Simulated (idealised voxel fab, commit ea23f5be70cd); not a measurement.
The following is a process module called voxel released beams.
300 nm wide, 5 nm square cells: that's cross-section cut.
Cross-section format: a grid of square cells, given as bands from top to bottom; each band is one or more rows of cells.
The band entry comprises the height of the band's top followed by the height of its bottom, expressed in nm, and subsequently the band's materials from left to right, each stated together with its width in nm. Where a single material is marked with the word "throughout", that material fills the band from edge to edge. The word "blank" represents empty space.
Below 0: as-received wafer, all one material; heights counted from there. Lowest band: no bottom, goes on down, written "0 and below".
The expression "30..40" gives the width at the extremes of the band, the first number at its top row of cells and the second at its bottom row, with the width changing by equal amounts from each row to the next in between.
The designation "no change occurred", where it is given for a processing step, indicates that no cell of the cross-section was altered in the course of that step.
For the entry "Voids, fully enclosed", the listed items are empty spaces with no open way to the top whose size is 8 cells or more; each item follows the pattern width x height at distance, where distance is from the left edge and all three are in nm.
Formally, on a step line, whatever follows the settings is a remark that the simulator itself makes on the step.
The setting "overlay nm" may be written on the line of a step. When the step uses a mask, the value reports how far to the right of the planned place the mask lay, and a negative value reports that it lay to the left.

THESE ARE THE STEPS WE PLANNED FOR THE PROCESS
1. RECEIVE, material Si
2. CONFORMAL_DEP, material SiN, thk nm 10
3. DIRECTIONAL_DEP, material SiO2, thk nm 20
4. MASKED_ETCH, tone open, mask id ANCHOR, width nm 40, etch materials SiO2, depth nm 20, overlay nm 0
5. CONFORMAL_DEP, material W, thk nm 15
6. DIRECTIONAL_DEP, material aC, thk nm 15
7. PATTERN, tone cover, mask id BEAM, material resist, width nm 100, thk nm 30, overlay nm 0
8. DIRECTIONAL_ETCH, etch materials aC, depth nm 15
9. STRIP, etch materials resist
10. DIRECTIONAL_ETCH, etch materials W, depth nm 15
11. STRIP, etch materials aC
12. STRIP, etch materials SiO2

INCOMING WAFER IN CROSS-SECTION (STATE: AFTER STEP 1)
> 0 and below = Si throughout
> Voids, fully enclosed: none

END-OF-MODULE CROSS-SECTION. STARTING STRUCTURE AND PROCESS PLAN AS ABOVE; ONE MISTAKE MADE IN RUNNING IT
> 45 down to 30 = 100 of blank | 15 of W | 10 of blank | 65 of W | 110 of blank
> 30 down to 25 = 100 of blank | 15 of W | 10 of blank | 15 of W | 160 of blank
> 25 down to 10 = 100 of blank | 40 of W | 160 of blank
> 10 down to 0 = SiN throughout
> 0 and below = Si throughout
> Voids, fully enclosed: none
Deviation from plan: step 7, actual vs plan mismatch, actual run PATTERN, tone cover, mask id BEAM, material resist, width nm 90, thk nm 30, overlay nm 0
